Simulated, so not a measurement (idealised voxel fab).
A process module follows: voxel released beams.
For reference, the cross-section in this document is cut, with width 220 nm and square cells of 5 nm.
We lay out every cross-section as a grid of square cells and spell it out in bands from the top down, where one band means one or more rows of cells.
First you get the band's top height and its bottom height, in nm, and then the materials it's made of, left to right, with each width in nm. If you see a single material with "everywhere", that one covers the band edge to edge. "air" is empty space.
A quick word on heights: they are counted from 0, and under that level the wafer as it came to us is one material throughout. The lowest band is different from the rest in having no bottom; it simply continues downward, written as in "from 0 down".
Graded width ("30->40"): value in top row of band = first number; value in bottom row = second number; row-to-row change constant.
Reading "left unchanged" for a step: not a cell of the cross-section changed in it.
Voids not open to the top, 8 cells minimum: see "Sealed voids". Written width x height at distance; distance is from the left edge; nm.
If you see something after the settings on a step's line, that's the simulator's own remark about that step.
The setting "overlay nm" may be written on the line of a step. When the step uses a mask, the value reports how far to the right of the planned place the mask lay, and a negative value reports that it lay to the left.
Steps planned for the process
- 1: RECEIVE, material Si
- 2: CONFORMAL_DEP, material SiN, thk nm 5
- 3: DIRECTIONAL_DEP, material SiO2, thk nm 10
- 4: MASKED_ETCH, tone open, mask id ANCHOR, width nm 25, etch materials SiO2, depth nm 10, overlay nm 0
- 5: CONFORMAL_DEP, material polySi, thk nm 10
- 6: MASKED_ETCH, tone cover, mask id BEAM, width nm 95, etch materials polySi, depth nm 10, overlay nm 0
- 7: STRIP, etch materials SiO2
Wafer cross-section on receipt, i.e. after step 1
    from 0 down  Si everywhere
    Sealed voids: none
Cross-sectional image of the first of two wafers at the end of the module, the run having proceeded as planned
    from 25 to 15  60 of air, then 15 of polySi, then 5 of air, then 75 of polySi, then 65 of air
    from 15 to 5  65 of air, then 25 of polySi, then 130 of air
    from 5 to 0  SiN everywhere
    from 0 down  Si everywhere
    Sealed voids: none
Cross-sectional image of the second wafer of the two following completion of the module. Starting state and process plan were the same as for the first wafer; one execution error occurred
    from 25 to 15  60 of air, then 95 of polySi, then 65 of air
    from 15 to 10  SiN everywhere
    from 10 to 0  SiO2 everywhere
    from 0 down  Si everywhere
    Sealed voids: none
What was the processing mistake? mixed up steps 2 and 3 - ran each in the other's place
End of process, cell counts, second wafer against first, materials with more or fewer: 88 more of SiO2, 8 fewer of polySi
